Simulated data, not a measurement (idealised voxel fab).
Proc. module: voxel quadruple lines
Square cells of 5 nm make up the cross-section cut, whose width is 155 nm.
This document writes a cross-section as a grid whose cells are square, and gives it as bands, listed from the top down; one or more rows of cells form a band. Within each band entry, the heights of the top and of the bottom of the band appear first, in that order and in nm; the materials of the band then follow from left to right, each with its corresponding width in nm. The designation "edge to edge" on a single material indicates that it fills the band from edge to edge; the designation "air" indicates empty space. Height datum 0, below which the as-received substrate wafer is one material. Lowest band open at the bottom, running downward: "z 0 and below". You'd read "30..40" like this: the band's top row of cells is as wide as the first number, its bottom row is as wide as the second, and going down, every row changes width by the same amount as the row before did. Where a step carries "nothing got changed", the cross-section came out of it unchanged, cell for cell. Reported under the label "Catalogued sealed voids" are the empty spaces having no open way to the top and comprising 8 cells or more; the notation for each is width x height at distance, in which the distance is measured from the left edge and all three values are in nm. Formally, on a step line, whatever follows the settings is a remark that the simulator itself makes on the step. If you see "overlay nm" on a step's line and that step has a mask, it's telling you how far right of where it was planned the mask ended up; a negative number means it went left instead.
# Set out below are the planned steps of the process
1) RECEIVE [material Si]
2) CONFORMAL_DEP [material SiO2] [thk nm 5]
3) DIRECTIONAL_DEP [material W] [thk nm 10]
4) DIRECTIONAL_DEP [material polySi] [thk nm 15]
5) DIRECTIONAL_DEP [material aC] [thk nm 20]
6) PATTERN [tone cover] [mask id MANDREL] [material resist] [width nm 35] [thk nm 30] [overlay nm 0]
7) DIRECTIONAL_ETCH [etch materials aC] [depth nm 20]
8) STRIP [etch materials resist]
9) CONFORMAL_DEP [material SiO2] [thk nm 15]
10) DIRECTIONAL_ETCH [etch materials SiO2] [depth nm 15]
11) STRIP [etch materials aC]
12) DIRECTIONAL_ETCH [etch materials polySi] [depth nm 15]
13) STRIP [etch materials SiO2]
14) CONFORMAL_DEP [material SiCN] [thk nm 10]
15) DIRECTIONAL_ETCH [etch materials SiCN] [depth nm 10]
16) STRIP [etch materials polySi]
17) DIRECTIONAL_ETCH [etch materials W] [depth nm 10]
18) STRIP [etch materials SiCN]
# The first of the two wafers, which ran as planned
# Wafer as received: cross-section following step 1
	z 0 and below = Si edge to edge
	Catalogued sealed voids: none
# Cross-section of the wafer subsequent to step 2
	z 5 to 0 = SiO2 edge to edge
	Rest of section, below 0: as before.
# Cross-section of the wafer subsequent to step 3
	z 15 to 5 = W edge to edge
	Rest of section, below 5: as before.
# Cross-section of the wafer subsequent to step 4
	z 30 to 15 = polySi edge to edge
	Rest of section, below 15: as before.
# Cross-section of the wafer subsequent to step 5
	z 50 to 30 = aC edge to edge
	Rest of section, below 30: as before.
# Cross-section of the wafer subsequent to step 6
	z 80 to 50 = 60 air; 35 resist; 60 air
	Rest of section, below 50: as before.
# Cross-section of the wafer subsequent to step 7
	z 60 to 50 = 60 air; 35 resist; 60 air
	z 50 to 30 = 60 air; 35 aC; 60 air
	Rest of section, below 30: as before.
# Cross-section of the wafer subsequent to step 8
	z 50 to 30 = 60 air; 35 aC; 60 air
	Rest of section, below 30: as before.
# Cross-section of the wafer subsequent to step 9
	z 65 to 50 = 45 air; 65 SiO2; 45 air
	z 50 to 45 = 45 air; 15 SiO2; 35 aC; 15 SiO2; 45 air
	z 45 to 30 = 60 SiO2; 35 aC; 60 SiO2
	Rest of section, below 30: as before.
# Cross-section of the wafer subsequent to step 10
	z 50 to 30 = 45 air; 15 SiO2; 35 aC; 15 SiO2; 45 air
	Rest of section, below 30: as before.
# Cross-section of the wafer subsequent to step 11
	z 50 to 30 = 45 air; 15 SiO2; 35 air; 15 SiO2; 45 air
	Rest of section, below 30: as before.
# Cross-section of the wafer subsequent to step 12
	z 50 to 30 = 45 air; 15 SiO2; 35 air; 15 SiO2; 45 air
	z 30 to 15 = 45 air; 15 polySi; 35 air; 15 polySi; 45 air
	Rest of section, below 15: as before.
# Cross-section of the wafer subsequent to step 13
	z 30 to 15 = 45 air; 15 polySi; 35 air; 15 polySi; 45 air
	Rest of section, below 15: as before.
# Cross-section of the wafer subsequent to step 14
	z 40 to 30 = 35 air; 35 SiCN; 15 air; 35 SiCN; 35 air
	z 30 to 25 = 35 air; 10 SiCN; 15 polySi; 10 SiCN; 15 air; 10 SiCN; 15 polySi; 10 SiCN; 35 air
	z 25 to 15 = 45 SiCN; 15 polySi; 35 SiCN; 15 polySi; 45 SiCN
	Rest of section, below 15: as before.
# Cross-section of the wafer subsequent to step 15
	z 30 to 15 = 35 air; 10 SiCN; 15 polySi; 10 SiCN; 15 air; 10 SiCN; 15 polySi; 10 SiCN; 35 air
	Rest of section, below 15: as before.
# Cross-section of the wafer subsequent to step 16
	z 30 to 15 = 35 air; 10 SiCN; 15 air; 10 SiCN; 15 air; 10 SiCN; 15 air; 10 SiCN; 35 air
	Rest of section, below 15: as before.
# Cross-section of the wafer subsequent to step 17
	z 30 to 15 = 35 air; 10 SiCN; 15 air; 10 SiCN; 15 air; 10 SiCN; 15 air; 10 SiCN; 35 air
	z 15 to 5 = 35 air; 10 W; 15 air; 10 W; 15 air; 10 W; 15 air; 10 W; 35 air
	Rest of section, below 5: as before.
# Cross-section of the wafer subsequent to step 18
	z 15 to 5 = 35 air; 10 W; 15 air; 10 W; 15 air; 10 W; 15 air; 10 W; 35 air
	Rest of section, below 5: as before.
# What follows concerns the second wafer, which started out like the first and was meant to follow the very same plan; one mistake crept in when it was run, but everything up to and including step 17 is the same as for the first wafer
# Cross-section of the second wafer at the time step 18 of the plan should have ended
	z 15 to 5 = 35 air; 10 W; 15 air; 10 W; 15 air; 10 W; 15 air; 10 W; 35 air
	Rest of section, below 5: as before.
Want to know what went wrong? step 18 of the plan was carried out twice
Since the two wafers finish with cross-sections that are the same, nothing this model computes is changed by the mistake.
